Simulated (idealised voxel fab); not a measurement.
Process module heading - voxel self aligned vias
Section cut is 160 nm wide and gridded with 5 nm square cells.
Cross-section format: a grid of square cells, given as bands from top to bottom; each band is one or more rows of cells.
Heads up on the band format: heights come first, top then bottom, in nm. After that it's the materials left to right, each with its width in nm. A single material flagged "edge to edge" fills the whole band edge to edge, and "empty" means there's empty space there.
Measure heights from 0. That's the level where, below it, the as-received wafer is all one material. The lowest band is bottomless and extends downward; write it as in "0 -> down".
A width such as "30..40" changes by the same amount from each row of cells to the next, from the band's top row to its bottom row.
Where the words "remains unaltered" appear for a step, the cross-section shows no cell changed by that step; every cell remained as before.
Empty spaces counting at least 8 cells and having no open way to the top are listed in "Enclosed void list". The notation width x height at distance is used for each, the distance being from the left edge and all three values in nm.
after a step's settings: what the simulator itself notes on the step
What "overlay nm" on a step's line means: if the step has a mask, that mask lay this far to the right of its planned place, or, when the value is negative, to the left.
## Intended process steps
1,RECEIVE | material Si
2,CONFORMAL_DEP | material SiO2 | thk nm 15
3,CONFORMAL_DEP | material SiCN | thk nm 5
4,DIRECTIONAL_DEP | material lowk | thk nm 20
5,MASKED_ETCH | tone open | mask id LINES | width nm 20 | pitch nm 45 | etch materials lowk | depth nm 20 | overlay nm 0
6,CONFORMAL_DEP | material TiN | thk nm 5
7,FILL_DEP | material W | thk nm 5
8,CMP | height nm 40
9,SELECTIVE_ETCH | etch materials W Ru TiN | depth nm 10
10,FILL_DEP | material SiN | thk nm 5
11,CMP | height nm 40
12,DIRECTIONAL_DEP | material lowk | thk nm 15
13,PATTERN | tone open | mask id VIAS | material resist | width nm 30 | pitch nm 45 | thk nm 20 | overlay nm 0
14,DIRECTIONAL_ETCH | etch materials lowk | depth nm 15
15,DIRECTIONAL_ETCH | etch materials SiN | depth nm 10
16,STRIP | etch materials resist
17,CONFORMAL_DEP | material TiN | thk nm 5
18,FILL_DEP | material Ru | thk nm 5
19,CMP | height nm 55
20,CONFORMAL_DEP | material SiN | thk nm 5
## The cross-section here shows the wafer as received, i.e. in its state after step 1
  0 -> down | Si edge to edge
  Enclosed void list: none
## Wafer cross-section at module end: first of two, run to plan
  60 -> 55 | SiN edge to edge
  55 -> 45 | 40 lowk, then 5 TiN, then 20 Ru, then 5 TiN, then 15 lowk, then 5 TiN, then 20 Ru, then 5 TiN, then 45 lowk
  45 -> 35 | 40..45 lowk, then 10..5 TiN, then 10 Ru, then 10..5 TiN, then 15..25 lowk, then 10..5 TiN, then 10 Ru, then 10..5 TiN, then 45..50 lowk
  35 -> 30 | 45 lowk, then 20 TiN, then 25 lowk, then 20 TiN, then 50 lowk
  30 -> 25 | 45 lowk, then 5 TiN, then 10 W, then 5 TiN, then 25 lowk, then 5 TiN, then 10 W, then 5 TiN, then 50 lowk
  25 -> 20 | 45 lowk, then 20 TiN, then 25 lowk, then 20 TiN, then 50 lowk
  20 -> 15 | SiCN edge to edge
  15 -> 0 | SiO2 edge to edge
  0 -> down | Si edge to edge
  Enclosed void list: none
## Here is the second of the two wafers cut open at the end of the module - same start, same plan as the first one, but we made one mistake running it
  60 -> 55 | SiN edge to edge
  55 -> 45 | 40 lowk, then 5 TiN, then 20 Ru, then 5 TiN, then 15 lowk, then 5 TiN, then 20 Ru, then 5 TiN, then 45 lowk
  45 -> 40 | 40 lowk, then 30 TiN, then 15 lowk, then 30 TiN, then 45 lowk
  40 -> 35 | SiCN edge to edge
  35 -> 15 | lowk edge to edge
  15 -> 0 | SiO2 edge to edge
  0 -> down | Si edge to edge
  Enclosed void list: none
Here's what went sideways: so 3 and 4 got swapped relative to the plan, each ran where the other was supposed to
Count the cells at the end and the second wafer has more or fewer of some materials than the first: Ru: 8 fewer; TiN: 20 fewer; W: 4 fewer; lowk: 32 more
